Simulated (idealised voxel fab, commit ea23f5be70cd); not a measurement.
process module | voxel wiring stack
cross-section cut | 210 nm wide | cells 5 nm
A cross-section is a grid of square cells, given in bands from the top down. A band is one or more rows of cells.
Each band's line starts with the height of the band's top and of its bottom, in nm. Then come its materials from left to right, each with its width in nm. One material with "throughout" fills the band from edge to edge. "air" is empty space.
Height 0 is the level under which the wafer as received is all one material. The lowest band goes on downwards, as in "0 down".
A width such as "30 to 40" changes by the same amount from each row of cells to the next, from the band's top row to its bottom row.
"no change" after a step means that no cell of the cross-section changed.
closed voids: empty space of 8 cells or more with no open way to the top, each as width x height at its distance from the left edge, in nm
after a step's settings: what the simulator itself notes on the step
overlay nm, on a step with a mask: how far to the right of its planned place the mask lay; to the left if negative
plan
1 op RECEIVE | material Si
2 op CONFORMAL_DEP | material SiO2 | thk nm 10
3 op CONFORMAL_DEP | material SiCN | thk nm 5
4 op DIRECTIONAL_DEP | material SiO2 | thk nm 25
5 op MASKED_ETCH | tone open | mask id METAL_1 | width nm 30 | pitch nm 45 | etch materials SiO2 | depth nm 25 | overlay nm 0
6 op MASKED_ETCH | tone open | mask id METAL_1 | width nm 30 | pitch nm 45 | etch materials SiCN | depth nm 5 | overlay nm 0
7 op CONFORMAL_DEP | material TiN | thk nm 5
8 op FILL_DEP | material W | thk nm 10
9 op CMP | height nm 40
10 op EPI | material Ru | thk nm 5
11 op FILL_DEP | material SiCN | thk nm 5
12 op DIRECTIONAL_DEP | material SiO2 | thk nm 35
13 op DIRECTIONAL_DEP | material aC | thk nm 15
14 op PATTERN | tone open | mask id METAL_2_HOLES | material resist | width nm 15 | pitch nm 45 | thk nm 30 | overlay nm 0
15 op DIRECTIONAL_ETCH | etch materials aC | depth nm 15
16 op STRIP | etch materials resist
17 op DIRECTIONAL_ETCH | etch materials SiO2 | depth nm 35
18 op STRIP | etch materials aC
19 op PATTERN | tone open | mask id METAL_2 | material resist | width nm 30 | pitch nm 45 | thk nm 20 | overlay nm 0
20 op DIRECTIONAL_ETCH | etch materials SiO2 | depth nm 20
21 op DIRECTIONAL_ETCH | etch materials SiCN | depth nm 5
22 op STRIP | etch materials resist
23 op CONFORMAL_DEP | material TiN | thk nm 5
24 op FILL_DEP | material Cu | thk nm 10
25 op CMP | height nm 85
26 op CONFORMAL_DEP | material SiCN | thk nm 5
as received, after step 1
  0 down: Si throughout
  closed voids: none
a wafer at the end: this start, this plan, one mistake
  90 to 85: SiCN throughout
  85 to 70: SiO2 65 | TiN 5 | Cu 20 | TiN 5 | SiO2 15 | TiN 5 | Cu 20 | TiN 5 | SiO2 70
  70 to 65: SiO2 65 | TiN 5 | Cu 5 | TiN 20 | SiO2 15 | TiN 5 | Cu 5 | TiN 20 | SiO2 70
  65 to 50: SiO2 65 | TiN 5 | Cu 5 | TiN 5 | SiO2 30 | TiN 5 | Cu 5 | TiN 5 | SiO2 85
  50 to 45: SiCN 65 | TiN 15 | SiCN 30 | TiN 15 | SiCN 85
  45 to 40: Ru throughout
  40 to 35: W throughout
  35 to 30: TiN 70 | W 20 | TiN 25 | W 20 | TiN 75
  30 to 5: SiO2 65 | TiN 5 | W 20 | TiN 5 | SiO2 15 | TiN 5 | W 20 | TiN 5 | SiO2 70
  5 to 0: SiCN 65 | TiN 30 | SiCN 15 | TiN 30 | SiCN 70
  0 down: Si throughout
  closed voids: none
what went wrong: step 2 was left out
